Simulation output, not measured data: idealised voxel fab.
A process module follows: voxel self aligned vias.
Xsec cut, 170 nm wide, square cell size 5 nm.
In this document a cross-section is written as a grid of square cells. It is given as a series of bands, listed from the top down, and a band is one or more rows of cells. Per band: top height and bottom height in nm, followed by the left-to-right materials and their widths in nm; "edge to edge" marks a single material spanning edge to edge, "air" marks empty space. Convention: height 0 is the level below which the wafer, as received, is all one material. The lowest band does not terminate at the bottom but continues downward, represented as "0 -> down". A two-number width, for instance "30..40", indicates that the width is equal to the first number in the top row of the band and to the second number in the bottom row, and that it changes by a constant amount per row of cells. What does "no modifications" mean for a step? It means no cell of the cross-section changed in that step. Look at "Voids, enclosed" for the closed voids: empty spaces with no open path to the top, sized 8 cells or up. Each is width x height at distance, distance from the left edge, all nm. It should be noted that, on the line of a given step, the content following the step's settings is a remark produced by the simulator itself with respect to that step. overlay nm: for a step with a mask, the amount by which the mask lay right of where it was planned; a negative amount means left of it.

[Planned step list for the process]
1. RECEIVE (material Si)
2. CONFORMAL_DEP (material SiO2; thk nm 15)
3. CONFORMAL_DEP (material SiCN; thk nm 5)
4. DIRECTIONAL_DEP (material lowk; thk nm 30)
5. MASKED_ETCH (tone open; mask id LINES; width nm 20; pitch nm 50; etch materials lowk; depth nm 30; overlay nm 0)
6. CONFORMAL_DEP (material TiN; thk nm 5)
7. FILL_DEP (material Ru; thk nm 10)
8. CMP (height nm 50)
9. SELECTIVE_ETCH (etch materials W Ru TiN; depth nm 5)
10. FILL_DEP (material SiN; thk nm 10)
11. CMP (height nm 50)
12. DIRECTIONAL_DEP (material lowk; thk nm 15)
13. MASKED_ETCH (tone open; mask id VIAS; width nm 30; pitch nm 50; etch materials lowk; depth nm 15; overlay nm 0)
14. MASKED_ETCH (tone open; mask id VIAS; width nm 30; pitch nm 50; etch materials SiN; depth nm 5; overlay nm 0)
15. CONFORMAL_DEP (material TiN; thk nm 5)
16. FILL_DEP (material Cu; thk nm 5)
17. CMP (height nm 65)
18. CONFORMAL_DEP (material SiN; thk nm 5)

[Cross-section of the wafer at receipt, which is the condition after step 1]
  0 -> down | Si edge to edge
  Voids, enclosed: none

[Cross-section, first of two wafers, end of module, run as planned]
  70 -> 65 | SiN edge to edge
  65 -> 55 | lowk=45 | TiN=5 | Cu=20 | TiN=5 | lowk=20 | TiN=5 | Cu=20 | TiN=5 | lowk=45
  55 -> 50 | lowk=45 | TiN=10 | Cu=10 | TiN=10 | lowk=20 | TiN=10 | Cu=10 | TiN=10 | lowk=45
  50 -> 45 | lowk=50 | TiN=20 | lowk=30 | TiN=20 | lowk=50
  45 -> 25 | lowk=50 | TiN=5 | Ru=10 | TiN=5 | lowk=30 | TiN=5 | Ru=10 | TiN=5 | lowk=50
  25 -> 20 | lowk=50 | TiN=20 | lowk=30 | TiN=20 | lowk=50
  20 -> 15 | SiCN edge to edge
  15 -> 0 | SiO2 edge to edge
  0 -> down | Si edge to edge
  Voids, enclosed: none

[Now the second wafer, cross-sectioned at the end of the module. Nothing different at the start, nothing different in the plan compared with the first, just one mistake when it was actually run]
  70 -> 65 | SiN edge to edge
  65 -> 55 | lowk=45 | TiN=5 | Cu=25 | TiN=5 | lowk=15 | TiN=5 | Cu=25 | TiN=5 | lowk=40
  55 -> 50 | lowk=45 | TiN=10 | Cu=10 | TiN=15 | lowk=15 | TiN=10 | Cu=10 | TiN=15 | lowk=40
  50 -> 45 | lowk=50 | TiN=20 | lowk=30 | TiN=20 | lowk=50
  45 -> 25 | lowk=50 | TiN=5 | Ru=10 | TiN=5 | lowk=30 | TiN=5 | Ru=10 | TiN=5 | lowk=50
  25 -> 20 | lowk=50 | TiN=20 | lowk=30 | TiN=20 | lowk=50
  20 -> 15 | SiCN edge to edge
  15 -> 0 | SiO2 edge to edge
  0 -> down | Si edge to edge
  Voids, enclosed: none
In executing the process, a mistake was made relative to the plan: step 13 ran with different settings than intended, the actual operation and settings being MASKED_ETCH (tone open; mask id VIAS; width nm 35; pitch nm 50; etch materials lowk; depth nm 15; overlay nm 0)
End of process, cell counts, second wafer against first, materials with more or fewer: 4 more of Cu, 2 more of TiN, 6 fewer of lowk
